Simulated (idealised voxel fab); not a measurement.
The following is a process module called voxel wiring stack.
The figure presents cross-section cut, which has a width of 255 nm and is divided into square cells with an edge length of 5 nm.
When this document writes out a cross-section, it uses a grid of square cells and lists it as bands, beginning at the top and moving down, with a band standing for one or more rows of cells. It is stipulated that each band's entry specify, in nanometres, the height of the top of the band and then that of its bottom, followed by the materials of the band in left-to-right sequence, each together with its width in nanometres. A single material marked by the word "throughout" is understood to fill the band from edge to edge; the word "blank" is understood to denote empty space. Zero point of the height axis is 0; under it, received wafer = one material. Lowest band: continues down indefinitely, "0 -> down". Quick explanation for "30 to 40": the width changes in equal steps down the rows of cells, from the first number in the band's top row to the second number in its bottom row. When a step is marked "nothing different", none of the cells in the cross-section changed during that step. "Fully enclosed voids" lists enclosed empty spaces (at least 8 cells, no open path upward to the top), each as width x height at distance from the left edge, in nm. Post-settings text on a step line: simulator's own remark regarding the step. The "overlay nm" setting may appear on a step's line; for a step that uses a mask, it gives how far to the right of its planned position the mask lay, and a negative value indicates the left.

# Planned process steps
1) RECEIVE,material Si
2) CONFORMAL_DEP,material SiO2,thk nm 15
3) CONFORMAL_DEP,material SiCN,thk nm 5
4) DIRECTIONAL_DEP,material lowk,thk nm 15
5) DIRECTIONAL_DEP,material aC,thk nm 15
6) PATTERN,tone open,mask id METAL_1,material resist,width nm 25,pitch nm 50,thk nm 30,overlay nm 0
7) DIRECTIONAL_ETCH,etch materials aC,depth nm 15
8) STRIP,etch materials resist
9) DIRECTIONAL_ETCH,etch materials lowk,depth nm 15
10) DIRECTIONAL_ETCH,etch materials SiCN,depth nm 5
11) STRIP,etch materials aC
12) CONFORMAL_DEP,material TiN,thk nm 5
13) FILL_DEP,material Cu,thk nm 5
14) CMP,height nm 35
15) CONFORMAL_DEP,material SiCN,thk nm 5
16) DIRECTIONAL_DEP,material lowk,thk nm 15
17) DIRECTIONAL_DEP,material aC,thk nm 15
18) PATTERN,tone open,mask id PLUG_1,material resist,width nm 15,pitch nm 50,thk nm 35,overlay nm 0
19) DIRECTIONAL_ETCH,etch materials aC,depth nm 15
20) STRIP,etch materials resist
21) DIRECTIONAL_ETCH,etch materials lowk,depth nm 15
22) DIRECTIONAL_ETCH,etch materials SiCN,depth nm 5
23) STRIP,etch materials aC
24) EPI,material Ru,thk nm 10
25) EPI,material Ru,thk nm 10
26) CONFORMAL_DEP,material SiN,thk nm 5
27) DIRECTIONAL_DEP,material lowk,thk nm 15
28) MASKED_ETCH,tone open,mask id METAL_2,width nm 25,pitch nm 50,etch materials lowk,depth nm 15,overlay nm 0
29) MASKED_ETCH,tone open,mask id METAL_2,width nm 25,pitch nm 50,etch materials SiN,depth nm 5,overlay nm 0
30) CONFORMAL_DEP,material TiN,thk nm 5
31) FILL_DEP,material W,thk nm 5
32) CMP,height nm 75
33) CONFORMAL_DEP,material SiCN,thk nm 5
34) DIRECTIONAL_DEP,material SiO2,thk nm 15
35) PATTERN,tone open,mask id PLUG_2,material resist,width nm 15,pitch nm 50,thk nm 15,overlay nm 0
36) DIRECTIONAL_ETCH,etch materials SiO2,depth nm 15
37) DIRECTIONAL_ETCH,etch materials SiCN,depth nm 5
38) STRIP,etch materials resist
39) EPI,material Ru,thk nm 10
40) EPI,material Ru,thk nm 10
41) DIRECTIONAL_DEP,material TiN,thk nm 5
42) DIRECTIONAL_DEP,material W,thk nm 15
43) DIRECTIONAL_DEP,material aC,thk nm 10
44) PATTERN,tone cover,mask id METAL_3,material resist,width nm 25,pitch nm 50,thk nm 25,overlay nm 0
45) DIRECTIONAL_ETCH,etch materials aC,depth nm 10
46) STRIP,etch materials resist
47) DIRECTIONAL_ETCH,etch materials W,depth nm 15
48) DIRECTIONAL_ETCH,etch materials TiN,depth nm 5
49) STRIP,etch materials aC
50) CONFORMAL_DEP,material SiCN,thk nm 5
51) FILL_DEP,material SiO2,thk nm 10
52) CMP,height nm 115
53) CONFORMAL_DEP,material SiCN,thk nm 5

# Run as planned: first of two wafers

# Cross-section, incoming material, after step 1
* 0 -> down  Si throughout
* Fully enclosed voids: none

# Cross-sectional representation of the wafer at the conclusion of step 2
* 15 -> 0  SiO2 throughout
* Unchanged below 0.

# Cross-sectional representation of the wafer at the conclusion of step 3
* 20 -> 15  SiCN throughout
* Unchanged below 15.

# Cross-sectional representation of the wafer at the conclusion of step 4
* 35 -> 20  lowk throughout
* Unchanged below 20.

# Cross-sectional representation of the wafer at the conclusion of step 5
* 50 -> 35  aC throughout
* Unchanged below 35.

# Cross-sectional representation of the wafer at the conclusion of step 6
* 80 -> 50  resist 90 nm, then blank 25 nm, then resist 25 nm, then blank 25 nm, then resist 90 nm
* Unchanged below 50.

# Cross-sectional representation of the wafer at the conclusion of step 7
* 65 -> 50  resist 90 nm, then blank 25 nm, then resist 25 nm, then blank 25 nm, then resist 90 nm
* 50 -> 35  aC 90 nm, then blank 25 nm, then aC 25 nm, then blank 25 nm, then aC 90 nm
* Unchanged below 35.

# Cross-sectional representation of the wafer at the conclusion of step 8
* 50 -> 35  aC 90 nm, then blank 25 nm, then aC 25 nm, then blank 25 nm, then aC 90 nm
* Unchanged below 35.

# Cross-sectional representation of the wafer at the conclusion of step 9
* 50 -> 35  aC 90 nm, then blank 25 nm, then aC 25 nm, then blank 25 nm, then aC 90 nm
* 35 -> 20  lowk 90 nm, then blank 25 nm, then lowk 25 nm, then blank 25 nm, then lowk 90 nm
* Unchanged below 20.

# Cross-sectional representation of the wafer at the conclusion of step 10
* 50 -> 35  aC 90 nm, then blank 25 nm, then aC 25 nm, then blank 25 nm, then aC 90 nm
* 35 -> 20  lowk 90 nm, then blank 25 nm, then lowk 25 nm, then blank 25 nm, then lowk 90 nm
* 20 -> 15  SiCN 90 nm, then blank 25 nm, then SiCN 25 nm, then blank 25 nm, then SiCN 90 nm
* Unchanged below 15.

# Cross-sectional representation of the wafer at the conclusion of step 11
* 35 -> 20  lowk 90 nm, then blank 25 nm, then lowk 25 nm, then blank 25 nm, then lowk 90 nm
* Unchanged below 20.

# Cross-sectional representation of the wafer at the conclusion of step 12
* 40 -> 35  TiN 95 nm, then blank 15 nm, then TiN 35 nm, then blank 15 nm, then TiN 95 nm
* 35 -> 20  lowk 90 nm, then TiN 5 nm, then blank 15 nm, then TiN 5 nm, then lowk 25 nm, then TiN 5 nm, then blank 15 nm, then TiN 5 nm, then lowk 90 nm
* 20 -> 15  SiCN 90 nm, then TiN 25 nm, then SiCN 25 nm, then TiN 25 nm, then SiCN 90 nm
* Unchanged below 15.

# Cross-sectional representation of the wafer at the conclusion of step 13
* 45 -> 40  Cu throughout
* 40 -> 35  TiN 95 nm, then Cu 15 nm, then TiN 35 nm, then Cu 15 nm, then TiN 95 nm
* 35 -> 20  lowk 90 nm, then TiN 5 nm, then Cu 15 nm, then TiN 5 nm, then lowk 25 nm, then TiN 5 nm, then Cu 15 nm, then TiN 5 nm, then lowk 90 nm
* Unchanged below 20.

# Cross-sectional representation of the wafer at the conclusion of step 14
* 35 -> 20  lowk 90 nm, then TiN 5 nm, then Cu 15 nm, then TiN 5 nm, then lowk 25 nm, then TiN 5 nm, then Cu 15 nm, then TiN 5 nm, then lowk 90 nm
* Unchanged below 20.

# Cross-sectional representation of the wafer at the conclusion of step 15
* 40 -> 35  SiCN throughout
* Unchanged below 35.

# Cross-sectional representation of the wafer at the conclusion of step 16
* 55 -> 40  lowk throughout
* Unchanged below 40.

# Cross-sectional representation of the wafer at the conclusion of step 17
* 70 -> 55  aC throughout
* Unchanged below 55.

# Cross-sectional representation of the wafer at the conclusion of step 18
* 105 -> 70  resist 90 nm, then blank 15 nm, then resist 35 nm, then blank 15 nm, then resist 100 nm
* Unchanged below 70.

# Cross-sectional representation of the wafer at the conclusion of step 19
* 90 -> 70  resist 90 nm, then blank 15 nm, then resist 35 nm, then blank 15 nm, then resist 100 nm
* 70 -> 55  aC 90 nm, then blank 15 nm, then aC 35 nm, then blank 15 nm, then aC 100 nm
* Unchanged below 55.

# Cross-sectional representation of the wafer at the conclusion of step 20
* 70 -> 55  aC 90 nm, then blank 15 nm, then aC 35 nm, then blank 15 nm, then aC 100 nm
* Unchanged below 55.

# Cross-sectional representation of the wafer at the conclusion of step 21
* 70 -> 55  aC 90 nm, then blank 15 nm, then aC 35 nm, then blank 15 nm, then aC 100 nm
* 55 -> 40  lowk 90 nm, then blank 15 nm, then lowk 35 nm, then blank 15 nm, then lowk 100 nm
* Unchanged below 40.

# Cross-sectional representation of the wafer at the conclusion of step 22
* 70 -> 55  aC 90 nm, then blank 15 nm, then aC 35 nm, then blank 15 nm, then aC 100 nm
* 55 -> 40  lowk 90 nm, then blank 15 nm, then lowk 35 nm, then blank 15 nm, then lowk 100 nm
* 40 -> 35  SiCN 90 nm, then blank 15 nm, then SiCN 35 nm, then blank 15 nm, then SiCN 100 nm
* Unchanged below 35.

# Cross-sectional representation of the wafer at the conclusion of step 23
* 55 -> 40  lowk 90 nm, then blank 15 nm, then lowk 35 nm, then blank 15 nm, then lowk 100 nm
* Unchanged below 40.

# Cross-sectional representation of the wafer at the conclusion of step 24
* 55 -> 45  lowk 90 nm, then blank 15 nm, then lowk 35 nm, then blank 15 nm, then lowk 100 nm
* 45 -> 40  lowk 90 nm, then Ru 15 nm, then lowk 35 nm, then Ru 15 nm, then lowk 100 nm
* 40 -> 35  SiCN 90 nm, then Ru 15 nm, then SiCN 35 nm, then Ru 15 nm, then SiCN 100 nm
* Unchanged below 35.

# Cross-sectional representation of the wafer at the conclusion of step 25
* 55 -> 40  lowk 90 nm, then Ru 15 nm, then lowk 35 nm, then Ru 15 nm, then lowk 100 nm
* Unchanged below 40.

# Cross-sectional representation of the wafer at the conclusion of step 26
* 60 -> 55  SiN throughout
* Unchanged below 55.

# Cross-sectional representation of the wafer at the conclusion of step 27
* 75 -> 60  lowk throughout
* Unchanged below 60.

# Cross-sectional representation of the wafer at the conclusion of step 28
* 75 -> 60  lowk 90 nm, then blank 25 nm, then lowk 25 nm, then blank 25 nm, then lowk 90 nm
* Unchanged below 60.

# Cross-sectional representation of the wafer at the conclusion of step 29
* 75 -> 60  lowk 90 nm, then blank 25 nm, then lowk 25 nm, then blank 25 nm, then lowk 90 nm
* 60 -> 55  SiN 90 nm, then blank 25 nm, then SiN 25 nm, then blank 25 nm, then SiN 90 nm
* Unchanged below 55.

# Cross-sectional representation of the wafer at the conclusion of step 30
* 80 -> 75  TiN 95 nm, then blank 15 nm, then TiN 35 nm, then blank 15 nm, then TiN 95 nm
* 75 -> 60  lowk 90 nm, then TiN 5 nm, then blank 15 nm, then TiN 5 nm, then lowk 25 nm, then TiN 5 nm, then blank 15 nm, then TiN 5 nm, then lowk 90 nm
* 60 -> 55  SiN 90 nm, then TiN 25 nm, then SiN 25 nm, then TiN 25 nm, then SiN 90 nm
* Unchanged below 55.

# Cross-sectional representation of the wafer at the conclusion of step 31
* 85 -> 80  W throughout
* 80 -> 75  TiN 95 nm, then W 15 nm, then TiN 35 nm, then W 15 nm, then TiN 95 nm
* 75 -> 60  lowk 90 nm, then TiN 5 nm, then W 15 nm, then TiN 5 nm, then lowk 25 nm, then TiN 5 nm, then W 15 nm, then TiN 5 nm, then lowk 90 nm
* Unchanged below 60.

# Cross-sectional representation of the wafer at the conclusion of step 32
* 75 -> 60  lowk 90 nm, then TiN 5 nm, then W 15 nm, then TiN 5 nm, then lowk 25 nm, then TiN 5 nm, then W 15 nm, then TiN 5 nm, then lowk 90 nm
* Unchanged below 60.

# Cross-sectional representation of the wafer at the conclusion of step 33
* 80 -> 75  SiCN throughout
* Unchanged below 75.

# Cross-sectional representation of the wafer at the conclusion of step 34
* 95 -> 80  SiO2 throughout
* Unchanged below 80.

# Cross-sectional representation of the wafer at the conclusion of step 35
* 110 -> 95  resist 90 nm, then blank 15 nm, then resist 35 nm, then blank 15 nm, then resist 100 nm
* Unchanged below 95.

# Cross-sectional representation of the wafer at the conclusion of step 36
* 110 -> 95  resist 90 nm, then blank 15 nm, then resist 35 nm, then blank 15 nm, then resist 100 nm
* 95 -> 80  SiO2 90 nm, then blank 15 nm, then SiO2 35 nm, then blank 15 nm, then SiO2 100 nm
* Unchanged below 80.

# Cross-sectional representation of the wafer at the conclusion of step 37
* 110 -> 95  resist 90 nm, then blank 15 nm, then resist 35 nm, then blank 15 nm, then resist 100 nm
* 95 -> 80  SiO2 90 nm, then blank 15 nm, then SiO2 35 nm, then blank 15 nm, then SiO2 100 nm
* 80 -> 75  SiCN 90 nm, then blank 15 nm, then SiCN 35 nm, then blank 15 nm, then SiCN 100 nm
* Unchanged below 75.

# Cross-sectional representation of the wafer at the conclusion of step 38
* 95 -> 80  SiO2 90 nm, then blank 15 nm, then SiO2 35 nm, then blank 15 nm, then SiO2 100 nm
* Unchanged below 80.

# Cross-sectional representation of the wafer at the conclusion of step 39
* 95 -> 85  SiO2 90 nm, then blank 15 nm, then SiO2 35 nm, then blank 15 nm, then SiO2 100 nm
* 85 -> 80  SiO2 90 nm, then Ru 15 nm, then SiO2 35 nm, then Ru 15 nm, then SiO2 100 nm
* 80 -> 75  SiCN 90 nm, then Ru 15 nm, then SiCN 35 nm, then Ru 15 nm, then SiCN 100 nm
* Unchanged below 75.

# Cross-sectional representation of the wafer at the conclusion of step 40
* 95 -> 80  SiO2 90 nm, then Ru 15 nm, then SiO2 35 nm, then Ru 15 nm, then SiO2 100 nm
* Unchanged below 80.

# Cross-sectional representation of the wafer at the conclusion of step 41
* 100 -> 95  TiN throughout
* Unchanged below 95.

# Cross-sectional representation of the wafer at the conclusion of step 42
* 115 -> 100  W throughout
* Unchanged below 100.

# Cross-sectional representation of the wafer at the conclusion of step 43
* 125 -> 115  aC throughout
* Unchanged below 115.

# Cross-sectional representation of the wafer at the conclusion of step 44
* 150 -> 125  blank 90 nm, then resist 25 nm, then blank 25 nm, then resist 25 nm, then blank 90 nm
* Unchanged below 125.

# Cross-sectional representation of the wafer at the conclusion of step 45
* 140 -> 125  blank 90 nm, then resist 25 nm, then blank 25 nm, then resist 25 nm, then blank 90 nm
* 125 -> 115  blank 90 nm, then aC 25 nm, then blank 25 nm, then aC 25 nm, then blank 90 nm
* Unchanged below 115.

# Cross-sectional representation of the wafer at the conclusion of step 46
* 125 -> 115  blank 90 nm, then aC 25 nm, then blank 25 nm, then aC 25 nm, then blank 90 nm
* Unchanged below 115.

# Cross-sectional representation of the wafer at the conclusion of step 47
* 125 -> 115  blank 90 nm, then aC 25 nm, then blank 25 nm, then aC 25 nm, then blank 90 nm
* 115 -> 100  blank 90 nm, then W 25 nm, then blank 25 nm, then W 25 nm, then blank 90 nm
* Unchanged below 100.

# Cross-sectional representation of the wafer at the conclusion of step 48
* 125 -> 115  blank 90 nm, then aC 25 nm, then blank 25 nm, then aC 25 nm, then blank 90 nm
* 115 -> 100  blank 90 nm, then W 25 nm, then blank 25 nm, then W 25 nm, then blank 90 nm
* 100 -> 95  blank 90 nm, then TiN 25 nm, then blank 25 nm, then TiN 25 nm, then blank 90 nm
* Unchanged below 95.

# Cross-sectional representation of the wafer at the conclusion of step 49
* 115 -> 100  blank 90 nm, then W 25 nm, then blank 25 nm, then W 25 nm, then blank 90 nm
* Unchanged below 100.

# Cross-sectional representation of the wafer at the conclusion of step 50
* 120 -> 115  blank 85 nm, then SiCN 35 nm, then blank 15 nm, then SiCN 35 nm, then blank 85 nm
* 115 -> 100  blank 85 nm, then SiCN 5 nm, then W 25 nm, then SiCN 5 nm, then blank 15 nm, then SiCN 5 nm, then W 25 nm, then SiCN 5 nm, then blank 85 nm
* 100 -> 95  SiCN 90 nm, then TiN 25 nm, then SiCN 25 nm, then TiN 25 nm, then SiCN 90 nm
* Unchanged below 95.

# Cross-sectional representation of the wafer at the conclusion of step 51
* 130 -> 120  SiO2 throughout
* 120 -> 115  SiO2 85 nm, then SiCN 35 nm, then SiO2 15 nm, then SiCN 35 nm, then SiO2 85 nm
* 115 -> 100  SiO2 85 nm, then SiCN 5 nm, then W 25 nm, then SiCN 5 nm, then SiO2 15 nm, then SiCN 5 nm, then W 25 nm, then SiCN 5 nm, then SiO2 85 nm
* Unchanged below 100.

# Cross-sectional representation of the wafer at the conclusion of step 52
* 115 -> 100  SiO2 85 nm, then SiCN 5 nm, then W 25 nm, then SiCN 5 nm, then SiO2 15 nm, then SiCN 5 nm, then W 25 nm, then SiCN 5 nm, then SiO2 85 nm
* Unchanged below 100.

# Cross-sectional representation of the wafer at the conclusion of step 53
* 120 -> 115  SiCN throughout
* Unchanged below 115.

# The second wafer: identical to the first at the outset and in its planned sequence, differing only in that one mistake was made during processing; up to and including step 5, its path is the first wafer's path

# Planned end of step 6: second wafer, cross-section
* 80 -> 50  blank 90 nm, then resist 25 nm, then blank 25 nm, then resist 25 nm, then blank 90 nm
* Unchanged below 50.

# Planned end of step 7: second wafer, cross-section
* 65 -> 50  blank 90 nm, then resist 25 nm, then blank 25 nm, then resist 25 nm, then blank 90 nm
* 50 -> 35  blank 90 nm, then aC 25 nm, then blank 25 nm, then aC 25 nm, then blank 90 nm
* Unchanged below 35.

# Planned end of step 8: second wafer, cross-section
* 50 -> 35  blank 90 nm, then aC 25 nm, then blank 25 nm, then aC 25 nm, then blank 90 nm
* Unchanged below 35.

# Planned end of step 9: second wafer, cross-section
* 50 -> 35  blank 90 nm, then aC 25 nm, then blank 25 nm, then aC 25 nm, then blank 90 nm
* 35 -> 20  blank 90 nm, then lowk 25 nm, then blank 25 nm, then lowk 25 nm, then blank 90 nm
* Unchanged below 20.

# Planned end of step 10: second wafer, cross-section
* 50 -> 35  blank 90 nm, then aC 25 nm, then blank 25 nm, then aC 25 nm, then blank 90 nm
* 35 -> 20  blank 90 nm, then lowk 25 nm, then blank 25 nm, then lowk 25 nm, then blank 90 nm
* 20 -> 15  blank 90 nm, then SiCN 25 nm, then blank 25 nm, then SiCN 25 nm, then blank 90 nm
* Unchanged below 15.

# Planned end of step 11: second wafer, cross-section
* 35 -> 20  blank 90 nm, then lowk 25 nm, then blank 25 nm, then lowk 25 nm, then blank 90 nm
* Unchanged below 20.

# Planned end of step 12: second wafer, cross-section
* 40 -> 35  blank 85 nm, then TiN 35 nm, then blank 15 nm, then TiN 35 nm, then blank 85 nm
* 35 -> 20  blank 85 nm, then TiN 5 nm, then lowk 25 nm, then TiN 5 nm, then blank 15 nm, then TiN 5 nm, then lowk 25 nm, then TiN 5 nm, then blank 85 nm
* 20 -> 15  TiN 90 nm, then SiCN 25 nm, then TiN 25 nm, then SiCN 25 nm, then TiN 90 nm
* Unchanged below 15.

# Planned end of step 13: second wafer, cross-section
* 45 -> 40  Cu throughout
* 40 -> 35  Cu 85 nm, then TiN 35 nm, then Cu 15 nm, then TiN 35 nm, then Cu 85 nm
* 35 -> 20  Cu 85 nm, then TiN 5 nm, then lowk 25 nm, then TiN 5 nm, then Cu 15 nm, then TiN 5 nm, then lowk 25 nm, then TiN 5 nm, then Cu 85 nm
* Unchanged below 20.

# Planned end of step 14: second wafer, cross-section
* 35 -> 20  Cu 85 nm, then TiN 5 nm, then lowk 25 nm, then TiN 5 nm, then Cu 15 nm, then TiN 5 nm, then lowk 25 nm, then TiN 5 nm, then Cu 85 nm
* Unchanged below 20.

# Planned end of step 15: second wafer, cross-section
* 40 -> 35  SiCN throughout
* Unchanged below 35.

# Planned end of step 16: second wafer, cross-section
* 55 -> 40  lowk throughout
* Unchanged below 40.

# Planned end of step 17: second wafer, cross-section
* 70 -> 55  aC throughout
* Unchanged below 55.

# Planned end of step 18: second wafer, cross-section
* 105 -> 70  resist 90 nm, then blank 15 nm, then resist 35 nm, then blank 15 nm, then resist 100 nm
* Unchanged below 70.

# Planned end of step 19: second wafer, cross-section
* 90 -> 70  resist 90 nm, then blank 15 nm, then resist 35 nm, then blank 15 nm, then resist 100 nm
* 70 -> 55  aC 90 nm, then blank 15 nm, then aC 35 nm, then blank 15 nm, then aC 100 nm
* Unchanged below 55.

# Planned end of step 20: second wafer, cross-section
* 70 -> 55  aC 90 nm, then blank 15 nm, then aC 35 nm, then blank 15 nm, then aC 100 nm
* Unchanged below 55.

# Planned end of step 21: second wafer, cross-section
* 70 -> 55  aC 90 nm, then blank 15 nm, then aC 35 nm, then blank 15 nm, then aC 100 nm
* 55 -> 40  lowk 90 nm, then blank 15 nm, then lowk 35 nm, then blank 15 nm, then lowk 100 nm
* Unchanged below 40.

# Planned end of step 22: second wafer, cross-section
* 70 -> 55  aC 90 nm, then blank 15 nm, then aC 35 nm, then blank 15 nm, then aC 100 nm
* 55 -> 40  lowk 90 nm, then blank 15 nm, then lowk 35 nm, then blank 15 nm, then lowk 100 nm
* 40 -> 35  SiCN 90 nm, then blank 15 nm, then SiCN 35 nm, then blank 15 nm, then SiCN 100 nm
* Unchanged below 35.

# Planned end of step 23: second wafer, cross-section
* 55 -> 40  lowk 90 nm, then blank 15 nm, then lowk 35 nm, then blank 15 nm, then lowk 100 nm
* Unchanged below 40.

Planned end of step 24: second wafer, cross-section: nothing different

Planned end of step 25: second wafer, cross-section: nothing different

# Planned end of step 26: second wafer, cross-section
* 60 -> 55  SiN 95 nm, then blank 5 nm, then SiN 45 nm, then blank 5 nm, then SiN 105 nm
* 55 -> 40  lowk 90 nm, then SiN 5 nm, then blank 5 nm, then SiN 5 nm, then lowk 35 nm, then SiN 5 nm, then blank 5 nm, then SiN 5 nm, then lowk 100 nm
* 40 -> 35  SiCN 90 nm, then SiN 15 nm, then SiCN 35 nm, then SiN 15 nm, then SiCN 100 nm
* Unchanged below 35.

# Planned end of step 27: second wafer, cross-section
* 75 -> 60  lowk 95 nm, then blank 5 nm, then lowk 45 nm, then blank 5 nm, then lowk 105 nm
* 60 -> 55  SiN 95 nm, then blank 5 nm, then SiN 45 nm, then blank 5 nm, then SiN 105 nm
* 55 -> 40  lowk 90 nm, then SiN 5 nm, then lowk 5 nm, then SiN 5 nm, then lowk 35 nm, then SiN 5 nm, then lowk 5 nm, then SiN 5 nm, then lowk 100 nm
* Unchanged below 40.

# Planned end of step 28: second wafer, cross-section
* 75 -> 60  lowk 90 nm, then blank 25 nm, then lowk 25 nm, then blank 25 nm, then lowk 90 nm
* 60 -> 55  SiN 95 nm, then blank 5 nm, then SiN 45 nm, then blank 5 nm, then SiN 105 nm
* 55 -> 40  lowk 90 nm, then SiN 5 nm, then blank 5 nm, then SiN 5 nm, then lowk 35 nm, then SiN 5 nm, then blank 5 nm, then SiN 5 nm, then lowk 100 nm
* Unchanged below 40.

# Planned end of step 29: second wafer, cross-section
* 75 -> 60  lowk 90 nm, then blank 25 nm, then lowk 25 nm, then blank 25 nm, then lowk 90 nm
* 60 -> 55  SiN 90 nm, then blank 25 nm, then SiN 25 nm, then blank 25 nm, then SiN 90 nm
* 55 -> 40  lowk 90 nm, then SiN 5 nm, then blank 5 nm, then SiN 5 nm, then lowk 35 nm, then SiN 5 nm, then blank 5 nm, then SiN 5 nm, then lowk 100 nm
* 40 -> 35  SiCN 90 nm, then SiN 5 nm, then blank 5 nm, then SiN 5 nm, then SiCN 35 nm, then SiN 5 nm, then blank 5 nm, then SiN 5 nm, then SiCN 100 nm
* Unchanged below 35.

# Planned end of step 30: second wafer, cross-section
* 80 -> 75  TiN 95 nm, then blank 15 nm, then TiN 35 nm, then blank 15 nm, then TiN 95 nm
* 75 -> 60  lowk 90 nm, then TiN 5 nm, then blank 15 nm, then TiN 5 nm, then lowk 25 nm, then TiN 5 nm, then blank 15 nm, then TiN 5 nm, then lowk 90 nm
* 60 -> 55  SiN 90 nm, then TiN 25 nm, then SiN 25 nm, then TiN 25 nm, then SiN 90 nm
* 55 -> 40  lowk 90 nm, then SiN 5 nm, then TiN 5 nm, then SiN 5 nm, then lowk 35 nm, then SiN 5 nm, then TiN 5 nm, then SiN 5 nm, then lowk 100 nm
* 40 -> 35  SiCN 90 nm, then SiN 5 nm, then TiN 5 nm, then SiN 5 nm, then SiCN 35 nm, then SiN 5 nm, then TiN 5 nm, then SiN 5 nm, then SiCN 100 nm
* Unchanged below 35.

# Planned end of step 31: second wafer, cross-section
* 85 -> 80  W throughout
* 80 -> 75  TiN 95 nm, then W 15 nm, then TiN 35 nm, then W 15 nm, then TiN 95 nm
* 75 -> 60  lowk 90 nm, then TiN 5 nm, then W 15 nm, then TiN 5 nm, then lowk 25 nm, then TiN 5 nm, then W 15 nm, then TiN 5 nm, then lowk 90 nm
* Unchanged below 60.

# Planned end of step 32: second wafer, cross-section
* 75 -> 60  lowk 90 nm, then TiN 5 nm, then W 15 nm, then TiN 5 nm, then lowk 25 nm, then TiN 5 nm, then W 15 nm, then TiN 5 nm, then lowk 90 nm
* Unchanged below 60.

# Planned end of step 33: second wafer, cross-section
* 80 -> 75  SiCN throughout
* Unchanged below 75.

# Planned end of step 34: second wafer, cross-section
* 95 -> 80  SiO2 throughout
* Unchanged below 80.

# Planned end of step 35: second wafer, cross-section
* 110 -> 95  resist 90 nm, then blank 15 nm, then resist 35 nm, then blank 15 nm, then resist 100 nm
* Unchanged below 95.

# Planned end of step 36: second wafer, cross-section
* 110 -> 95  resist 90 nm, then blank 15 nm, then resist 35 nm, then blank 15 nm, then resist 100 nm
* 95 -> 80  SiO2 90 nm, then blank 15 nm, then SiO2 35 nm, then blank 15 nm, then SiO2 100 nm
* Unchanged below 80.

# Planned end of step 37: second wafer, cross-section
* 110 -> 95  resist 90 nm, then blank 15 nm, then resist 35 nm, then blank 15 nm, then resist 100 nm
* 95 -> 80  SiO2 90 nm, then blank 15 nm, then SiO2 35 nm, then blank 15 nm, then SiO2 100 nm
* 80 -> 75  SiCN 90 nm, then blank 15 nm, then SiCN 35 nm, then blank 15 nm, then SiCN 100 nm
* Unchanged below 75.

# Planned end of step 38: second wafer, cross-section
* 95 -> 80  SiO2 90 nm, then blank 15 nm, then SiO2 35 nm, then blank 15 nm, then SiO2 100 nm
* Unchanged below 80.

# Planned end of step 39: second wafer, cross-section
* 95 -> 85  SiO2 90 nm, then blank 15 nm, then SiO2 35 nm, then blank 15 nm, then SiO2 100 nm
* 85 -> 80  SiO2 90 nm, then Ru 15 nm, then SiO2 35 nm, then Ru 15 nm, then SiO2 100 nm
* 80 -> 75  SiCN 90 nm, then Ru 15 nm, then SiCN 35 nm, then Ru 15 nm, then SiCN 100 nm
* Unchanged below 75.

# Planned end of step 40: second wafer, cross-section
* 95 -> 80  SiO2 90 nm, then Ru 15 nm, then SiO2 35 nm, then Ru 15 nm, then SiO2 100 nm
* Unchanged below 80.

# Planned end of step 41: second wafer, cross-section
* 100 -> 95  TiN throughout
* Unchanged below 95.

# Planned end of step 42: second wafer, cross-section
* 115 -> 100  W throughout
* Unchanged below 100.

# Planned end of step 43: second wafer, cross-section
* 125 -> 115  aC throughout
* Unchanged below 115.

# Planned end of step 44: second wafer, cross-section
* 150 -> 125  blank 90 nm, then resist 25 nm, then blank 25 nm, then resist 25 nm, then blank 90 nm
* Unchanged below 125.

# Planned end of step 45: second wafer, cross-section
* 140 -> 125  blank 90 nm, then resist 25 nm, then blank 25 nm, then resist 25 nm, then blank 90 nm
* 125 -> 115  blank 90 nm, then aC 25 nm, then blank 25 nm, then aC 25 nm, then blank 90 nm
* Unchanged below 115.

# Planned end of step 46: second wafer, cross-section
* 125 -> 115  blank 90 nm, then aC 25 nm, then blank 25 nm, then aC 25 nm, then blank 90 nm
* Unchanged below 115.

# Planned end of step 47: second wafer, cross-section
* 125 -> 115  blank 90 nm, then aC 25 nm, then blank 25 nm, then aC 25 nm, then blank 90 nm
* 115 -> 100  blank 90 nm, then W 25 nm, then blank 25 nm, then W 25 nm, then blank 90 nm
* Unchanged below 100.

# Planned end of step 48: second wafer, cross-section
* 125 -> 115  blank 90 nm, then aC 25 nm, then blank 25 nm, then aC 25 nm, then blank 90 nm
* 115 -> 100  blank 90 nm, then W 25 nm, then blank 25 nm, then W 25 nm, then blank 90 nm
* 100 -> 95  blank 90 nm, then TiN 25 nm, then blank 25 nm, then TiN 25 nm, then blank 90 nm
* Unchanged below 95.

# Planned end of step 49: second wafer, cross-section
* 115 -> 100  blank 90 nm, then W 25 nm, then blank 25 nm, then W 25 nm, then blank 90 nm
* Unchanged below 100.

# Planned end of step 50: second wafer, cross-section
* 120 -> 115  blank 85 nm, then SiCN 35 nm, then blank 15 nm, then SiCN 35 nm, then blank 85 nm
* 115 -> 100  blank 85 nm, then SiCN 5 nm, then W 25 nm, then SiCN 5 nm, then blank 15 nm, then SiCN 5 nm, then W 25 nm, then SiCN 5 nm, then blank 85 nm
* 100 -> 95  SiCN 90 nm, then TiN 25 nm, then SiCN 25 nm, then TiN 25 nm, then SiCN 90 nm
* Unchanged below 95.

# Planned end of step 51: second wafer, cross-section
* 130 -> 120  SiO2 throughout
* 120 -> 115  SiO2 85 nm, then SiCN 35 nm, then SiO2 15 nm, then SiCN 35 nm, then SiO2 85 nm
* 115 -> 100  SiO2 85 nm, then SiCN 5 nm, then W 25 nm, then SiCN 5 nm, then SiO2 15 nm, then SiCN 5 nm, then W 25 nm, then SiCN 5 nm, then SiO2 85 nm
* Unchanged below 100.

# Planned end of step 52: second wafer, cross-section
* 115 -> 100  SiO2 85 nm, then SiCN 5 nm, then W 25 nm, then SiCN 5 nm, then SiO2 15 nm, then SiCN 5 nm, then W 25 nm, then SiCN 5 nm, then SiO2 85 nm
* Unchanged below 100.

# Planned end of step 53: second wafer, cross-section
* 120 -> 115  SiCN throughout
* Unchanged below 115.
Which mistake was made when the wafer was run? note that step 6 departed from the planned setting and was carried out as PATTERN,tone cover,mask id METAL_1,material resist,width nm 25,pitch nm 50,thk nm 30,overlay nm 0
Looking at both finished wafers in cells, the second ends up ahead of or behind the first on some materials: 93 more of Cu | 24 fewer of Ru | 31 fewer of SiCN | 16 more of SiN | 39 more of TiN | 93 fewer of lowk
